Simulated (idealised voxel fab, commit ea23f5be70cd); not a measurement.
process module | voxel gate over fins
cross-section cut | 280 nm wide | cells 5 nm
A cross-section is a grid of square cells, given in bands from the top down. A band is one or more rows of cells.
Each band's line starts with the height of the band's top and of its bottom, in nm. Then come its materials from left to right, each with its width in nm. One material with "throughout" fills the band from edge to edge. "air" is empty space.
Height 0 is the level under which the wafer as received is all one material. The lowest band goes on downwards, as in "0 down".
A width such as "30 to 40" changes by the same amount from each row of cells to the next, from the band's top row to its bottom row.
"no change" after a step means that no cell of the cross-section changed.
closed voids: empty space of 8 cells or more with no open way to the top, each as width x height at its distance from the left edge, in nm
after a step's settings: what the simulator itself notes on the step
overlay nm, on a step with a mask: how far to the right of its planned place the mask lay; to the left if negative
plan
1 op RECEIVE | material Si
2 op CONFORMAL_DEP | material SiN | thk nm 10
3 op PATTERN | tone cover | mask id FINS | material resist | width nm 15 | pitch nm 45 | thk nm 20 | overlay nm 0
4 op DIRECTIONAL_ETCH | etch materials SiN | depth nm 10
5 op DIRECTIONAL_ETCH | etch materials Si | depth nm 35
6 op STRIP | etch materials resist
7 op OXIDIZE | depth nm 5
8 op FILL_DEP | material SiO2 | thk nm 10
9 op CMP | height nm 10
10 op SELECTIVE_ETCH | etch materials SiO2 | depth nm 20
11 op STRIP | etch materials SiN
12 op CONFORMAL_DEP | material HfO2 | thk nm 5
13 op CONFORMAL_DEP | material TiN | thk nm 5
14 op CONFORMAL_DEP | material TiAl | thk nm 5
15 op CONFORMAL_DEP | material TiN | thk nm 5
16 op FILL_DEP | material W | thk nm 10
17 op CMP | height nm 25
18 op CONFORMAL_DEP | material SiN | thk nm 10
as received, after step 1
  0 down: Si throughout
  closed voids: none
a wafer at the end: this start, this plan, one mistake
  35 to 25: SiN throughout
  25 to 20: W throughout
  20 to 15: W 95 | TiN 95 | W 90
  15 to 10: W 95 | TiN 5 | TiAl 40 | TiN 5 | TiAl 40 | TiN 5 | W 90
  10 to 5: TiN 100 | TiAl 5 | TiN 30 | TiAl 5 | TiN 5 | TiAl 5 | TiN 30 | TiAl 5 | TiN 95
  5 to 0: TiAl 105 | TiN 5 | HfO2 20 | TiN 5 | TiAl 15 | TiN 5 | HfO2 20 | TiN 5 | TiAl 100
  0 to -5: TiN 110 | HfO2 5 | Si 10 | HfO2 5 | TiN 25 | HfO2 5 | Si 10 | HfO2 5 | TiN 105
  -5 to -10: HfO2 115 | Si 10 | HfO2 35 | Si 10 | HfO2 110
  -10 to -40: SiO2 115 | Si 10 | SiO2 35 | Si 10 | SiO2 110
  -40 down: Si throughout
  closed voids: none
what went wrong: step 3 ran as: op PATTERN | tone cover | mask id FINS | material resist | width nm 20 | pitch nm 45 | thk nm 20 | overlay nm 0
